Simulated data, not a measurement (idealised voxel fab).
Process module under the name voxel self aligned vias
The figure presents cross-section cut, which has a width of 165 nm and is divided into square cells with an edge length of 5 nm.
Reading order for cross-sections: top band down to bottom band. Underlying form: a grid of square cells. Band size: one or more rows of cells.
A band entry consists of two parts. The first gives the height of the band's top and the height of its bottom, in nm. The rest lists the band's materials from left to right, each with its width in nm. A single material labelled with the word "throughout" fills the band from edge to edge, and the word "empty" marks empty space.
It should be noted that heights are counted from 0, beneath which the wafer as supplied is of one material throughout, and that the lowest band possesses no lower boundary but continues downward, as written in "0 nm and below".
Think of "30 to 40" as a width that walks from the first number to the second as you go down the band, top row to bottom row, taking equal-sized steps from row to row.
Reading "no change occurred" for a step: not a cell of the cross-section changed in it.
For the entry "Enclosed void catalog", the listed items are empty spaces with no open way to the top whose size is 8 cells or more; each item follows the pattern width x height at distance, where distance is from the left edge and all three are in nm.
On a step's line, text after the settings is the simulator commenting on that step.
"overlay nm", when on a step's line for a step with a mask, measures how far to the right of its planned place the mask lay; a negative measure means to the left.
[Steps planned for the process]
1: op RECEIVE | material Si
2: op CONFORMAL_DEP | material SiO2 | thk nm 15
3: op CONFORMAL_DEP | material SiCN | thk nm 5
4: op DIRECTIONAL_DEP | material SiO2 | thk nm 30
5: op PATTERN | tone open | mask id LINES | material resist | width nm 25 | pitch nm 75 | thk nm 20 | overlay nm 0
6: op DIRECTIONAL_ETCH | etch materials SiO2 | depth nm 30
7: op STRIP | etch materials resist
8: op CONFORMAL_DEP | material TiN | thk nm 5
9: op FILL_DEP | material Ru | thk nm 5
10: op CMP | height nm 50
11: op SELECTIVE_ETCH | etch materials W Ru TiN | depth nm 5
12: op FILL_DEP | material SiN | thk nm 5
13: op CMP | height nm 50
14: op DIRECTIONAL_DEP | material SiO2 | thk nm 20
15: op PATTERN | tone open | mask id VIAS | material resist | width nm 45 | pitch nm 75 | thk nm 20 | overlay nm 0
16: op DIRECTIONAL_ETCH | etch materials SiO2 | depth nm 20
17: op DIRECTIONAL_ETCH | etch materials SiN | depth nm 5
18: op STRIP | etch materials resist
19: op CONFORMAL_DEP | material TiN | thk nm 5
20: op FILL_DEP | material Cu | thk nm 10
21: op CMP | height nm 70
22: op CONFORMAL_DEP | material SiN | thk nm 5
[On the first of the two wafers: run conducted according to plan]
[Received-state cross-section, reflecting completion of step 1]
> 0 nm and below | Si throughout
> Enclosed void catalog: none
[Wafer xsec, post step 2]
> 15 nm to 0 nm | SiO2 throughout
> Below a height of 0, the structure has not been altered.
[Wafer xsec, post step 3]
> 20 nm to 15 nm | SiCN throughout
> Below a height of 15, the structure has not been altered.
[Wafer xsec, post step 4]
> 50 nm to 20 nm | SiO2 throughout
> Below a height of 20, the structure has not been altered.
[Wafer xsec, post step 5]
> 70 nm to 50 nm | resist=30 / empty=25 / resist=50 / empty=25 / resist=35
> Below a height of 50, the structure has not been altered.
[Wafer xsec, post step 6]
> 70 nm to 50 nm | resist=30 / empty=25 / resist=50 / empty=25 / resist=35
> 50 nm to 20 nm | SiO2=30 / empty=25 / SiO2=50 / empty=25 / SiO2=35
> Below a height of 20, the structure has not been altered.
[Wafer xsec, post step 7]
> 50 nm to 20 nm | SiO2=30 / empty=25 / SiO2=50 / empty=25 / SiO2=35
> Below a height of 20, the structure has not been altered.
[Wafer xsec, post step 8]
> 55 nm to 50 nm | TiN=35 / empty=15 / TiN=60 / empty=15 / TiN=40
> 50 nm to 25 nm | SiO2=30 / TiN=5 / empty=15 / TiN=5 / SiO2=50 / TiN=5 / empty=15 / TiN=5 / SiO2=35
> 25 nm to 20 nm | SiO2=30 / TiN=25 / SiO2=50 / TiN=25 / SiO2=35
> Below a height of 20, the structure has not been altered.
[Wafer xsec, post step 9]
> 60 nm to 55 nm | Ru throughout
> 55 nm to 50 nm | TiN=35 / Ru=15 / TiN=60 / Ru=15 / TiN=40
> 50 nm to 25 nm | SiO2=30 / TiN=5 / Ru=15 / TiN=5 / SiO2=50 / TiN=5 / Ru=15 / TiN=5 / SiO2=35
> Below a height of 25, the structure has not been altered.
[Wafer xsec, post step 10]
> 50 nm to 25 nm | SiO2=30 / TiN=5 / Ru=15 / TiN=5 / SiO2=50 / TiN=5 / Ru=15 / TiN=5 / SiO2=35
> Below a height of 25, the structure has not been altered.
[Wafer xsec, post step 11]
> 50 nm to 45 nm | SiO2=30 / empty=25 / SiO2=50 / empty=25 / SiO2=35
> Below a height of 45, the structure has not been altered.
[Wafer xsec, post step 12]
> 55 nm to 50 nm | SiN throughout
> 50 nm to 45 nm | SiO2=30 / SiN=25 / SiO2=50 / SiN=25 / SiO2=35
> Below a height of 45, the structure has not been altered.
[Wafer xsec, post step 13]
> 50 nm to 45 nm | SiO2=30 / SiN=25 / SiO2=50 / SiN=25 / SiO2=35
> Below a height of 45, the structure has not been altered.
[Wafer xsec, post step 14]
> 70 nm to 50 nm | SiO2 throughout
> Below a height of 50, the structure has not been altered.
[Wafer xsec, post step 15]
> 90 nm to 70 nm | resist=20 / empty=45 / resist=30 / empty=45 / resist=25
> Below a height of 70, the structure has not been altered.
[Wafer xsec, post step 16]
> 90 nm to 70 nm | resist=20 / empty=45 / resist=30 / empty=45 / resist=25
> 70 nm to 50 nm | SiO2=20 / empty=45 / SiO2=30 / empty=45 / SiO2=25
> Below a height of 50, the structure has not been altered.
[Wafer xsec, post step 17]
> 90 nm to 70 nm | resist=20 / empty=45 / resist=30 / empty=45 / resist=25
> 70 nm to 50 nm | SiO2=20 / empty=45 / SiO2=30 / empty=45 / SiO2=25
> 50 nm to 45 nm | SiO2=30 / empty=25 / SiO2=50 / empty=25 / SiO2=35
> Below a height of 45, the structure has not been altered.
[Wafer xsec, post step 18]
> 70 nm to 50 nm | SiO2=20 / empty=45 / SiO2=30 / empty=45 / SiO2=25
> Below a height of 50, the structure has not been altered.
[Wafer xsec, post step 19]
> 75 nm to 70 nm | TiN=25 / empty=35 / TiN=40 / empty=35 / TiN=30
> 70 nm to 55 nm | SiO2=20 / TiN=5 / empty=35 / TiN=5 / SiO2=30 / TiN=5 / empty=35 / TiN=5 / SiO2=25
> 55 nm to 50 nm | SiO2=20 / TiN=15 / empty=15 / TiN=15 / SiO2=30 / TiN=15 / empty=15 / TiN=15 / SiO2=25
> 50 nm to 45 nm | SiO2=30 / TiN=25 / SiO2=50 / TiN=25 / SiO2=35
> Below a height of 45, the structure has not been altered.
[Wafer xsec, post step 20]
> 85 nm to 75 nm | Cu throughout
> 75 nm to 70 nm | TiN=25 / Cu=35 / TiN=40 / Cu=35 / TiN=30
> 70 nm to 55 nm | SiO2=20 / TiN=5 / Cu=35 / TiN=5 / SiO2=30 / TiN=5 / Cu=35 / TiN=5 / SiO2=25
> 55 nm to 50 nm | SiO2=20 / TiN=15 / Cu=15 / TiN=15 / SiO2=30 / TiN=15 / Cu=15 / TiN=15 / SiO2=25
> Below a height of 50, the structure has not been altered.
[Wafer xsec, post step 21]
> 70 nm to 55 nm | SiO2=20 / TiN=5 / Cu=35 / TiN=5 / SiO2=30 / TiN=5 / Cu=35 / TiN=5 / SiO2=25
> Below a height of 55, the structure has not been altered.
[Wafer xsec, post step 22]
> 75 nm to 70 nm | SiN throughout
> Below a height of 70, the structure has not been altered.
[Okay, second wafer. Nothing different at the start, nothing different in the plan, just one mistake somewhere in the running. As far as step 2, counting that step, it's the first wafer all over again]
[Second wafer, cross-section, planned end of step 3]
> 20 nm to 15 nm | Ru throughout
> Below a height of 15, the structure has not been altered.
[Second wafer, cross-section, planned end of step 4]
> 50 nm to 20 nm | SiO2 throughout
> Below a height of 20, the structure has not been altered.
[Second wafer, cross-section, planned end of step 5]
> 70 nm to 50 nm | resist=30 / empty=25 / resist=50 / empty=25 / resist=35
> Below a height of 50, the structure has not been altered.
[Second wafer, cross-section, planned end of step 6]
> 70 nm to 50 nm | resist=30 / empty=25 / resist=50 / empty=25 / resist=35
> 50 nm to 20 nm | SiO2=30 / empty=25 / SiO2=50 / empty=25 / SiO2=35
> Below a height of 20, the structure has not been altered.
[Second wafer, cross-section, planned end of step 7]
> 50 nm to 20 nm | SiO2=30 / empty=25 / SiO2=50 / empty=25 / SiO2=35
> Below a height of 20, the structure has not been altered.
[Second wafer, cross-section, planned end of step 8]
> 55 nm to 50 nm | TiN=35 / empty=15 / TiN=60 / empty=15 / TiN=40
> 50 nm to 25 nm | SiO2=30 / TiN=5 / empty=15 / TiN=5 / SiO2=50 / TiN=5 / empty=15 / TiN=5 / SiO2=35
> 25 nm to 20 nm | SiO2=30 / TiN=25 / SiO2=50 / TiN=25 / SiO2=35
> Below a height of 20, the structure has not been altered.
[Second wafer, cross-section, planned end of step 9]
> 60 nm to 55 nm | Ru throughout
> 55 nm to 50 nm | TiN=35 / Ru=15 / TiN=60 / Ru=15 / TiN=40
> 50 nm to 25 nm | SiO2=30 / TiN=5 / Ru=15 / TiN=5 / SiO2=50 / TiN=5 / Ru=15 / TiN=5 / SiO2=35
> Below a height of 25, the structure has not been altered.
[Second wafer, cross-section, planned end of step 10]
> 50 nm to 25 nm | SiO2=30 / TiN=5 / Ru=15 / TiN=5 / SiO2=50 / TiN=5 / Ru=15 / TiN=5 / SiO2=35
> Below a height of 25, the structure has not been altered.
[Second wafer, cross-section, planned end of step 11]
> 50 nm to 45 nm | SiO2=30 / empty=25 / SiO2=50 / empty=25 / SiO2=35
> Below a height of 45, the structure has not been altered.
[Second wafer, cross-section, planned end of step 12]
> 55 nm to 50 nm | SiN throughout
> 50 nm to 45 nm | SiO2=30 / SiN=25 / SiO2=50 / SiN=25 / SiO2=35
> Below a height of 45, the structure has not been altered.
[Second wafer, cross-section, planned end of step 13]
> 50 nm to 45 nm | SiO2=30 / SiN=25 / SiO2=50 / SiN=25 / SiO2=35
> Below a height of 45, the structure has not been altered.
[Second wafer, cross-section, planned end of step 14]
> 70 nm to 50 nm | SiO2 throughout
> Below a height of 50, the structure has not been altered.
[Second wafer, cross-section, planned end of step 15]
> 90 nm to 70 nm | resist=20 / empty=45 / resist=30 / empty=45 / resist=25
> Below a height of 70, the structure has not been altered.
[Second wafer, cross-section, planned end of step 16]
> 90 nm to 70 nm | resist=20 / empty=45 / resist=30 / empty=45 / resist=25
> 70 nm to 50 nm | SiO2=20 / empty=45 / SiO2=30 / empty=45 / SiO2=25
> Below a height of 50, the structure has not been altered.
[Second wafer, cross-section, planned end of step 17]
> 90 nm to 70 nm | resist=20 / empty=45 / resist=30 / empty=45 / resist=25
> 70 nm to 50 nm | SiO2=20 / empty=45 / SiO2=30 / empty=45 / SiO2=25
> 50 nm to 45 nm | SiO2=30 / empty=25 / SiO2=50 / empty=25 / SiO2=35
> Below a height of 45, the structure has not been altered.
[Second wafer, cross-section, planned end of step 18]
> 70 nm to 50 nm | SiO2=20 / empty=45 / SiO2=30 / empty=45 / SiO2=25
> Below a height of 50, the structure has not been altered.
[Second wafer, cross-section, planned end of step 19]
> 75 nm to 70 nm | TiN=25 / empty=35 / TiN=40 / empty=35 / TiN=30
> 70 nm to 55 nm | SiO2=20 / TiN=5 / empty=35 / TiN=5 / SiO2=30 / TiN=5 / empty=35 / TiN=5 / SiO2=25
> 55 nm to 50 nm | SiO2=20 / TiN=15 / empty=15 / TiN=15 / SiO2=30 / TiN=15 / empty=15 / TiN=15 / SiO2=25
> 50 nm to 45 nm | SiO2=30 / TiN=25 / SiO2=50 / TiN=25 / SiO2=35
> Below a height of 45, the structure has not been altered.
[Second wafer, cross-section, planned end of step 20]
> 85 nm to 75 nm | Cu throughout
> 75 nm to 70 nm | TiN=25 / Cu=35 / TiN=40 / Cu=35 / TiN=30
> 70 nm to 55 nm | SiO2=20 / TiN=5 / Cu=35 / TiN=5 / SiO2=30 / TiN=5 / Cu=35 / TiN=5 / SiO2=25
> 55 nm to 50 nm | SiO2=20 / TiN=15 / Cu=15 / TiN=15 / SiO2=30 / TiN=15 / Cu=15 / TiN=15 / SiO2=25
> Below a height of 50, the structure has not been altered.
[Second wafer, cross-section, planned end of step 21]
> 70 nm to 55 nm | SiO2=20 / TiN=5 / Cu=35 / TiN=5 / SiO2=30 / TiN=5 / Cu=35 / TiN=5 / SiO2=25
> Below a height of 55, the structure has not been altered.
[Second wafer, cross-section, planned end of step 22]
> 75 nm to 70 nm | SiN throughout
> Below a height of 70, the structure has not been altered.
What was done differently from what was planned? step 3 was not run as planned; what actually ran was op CONFORMAL_DEP | material Ru | thk nm 5
Cell-count delta at end, second wafer over first, by material: Ru +33; SiCN -33
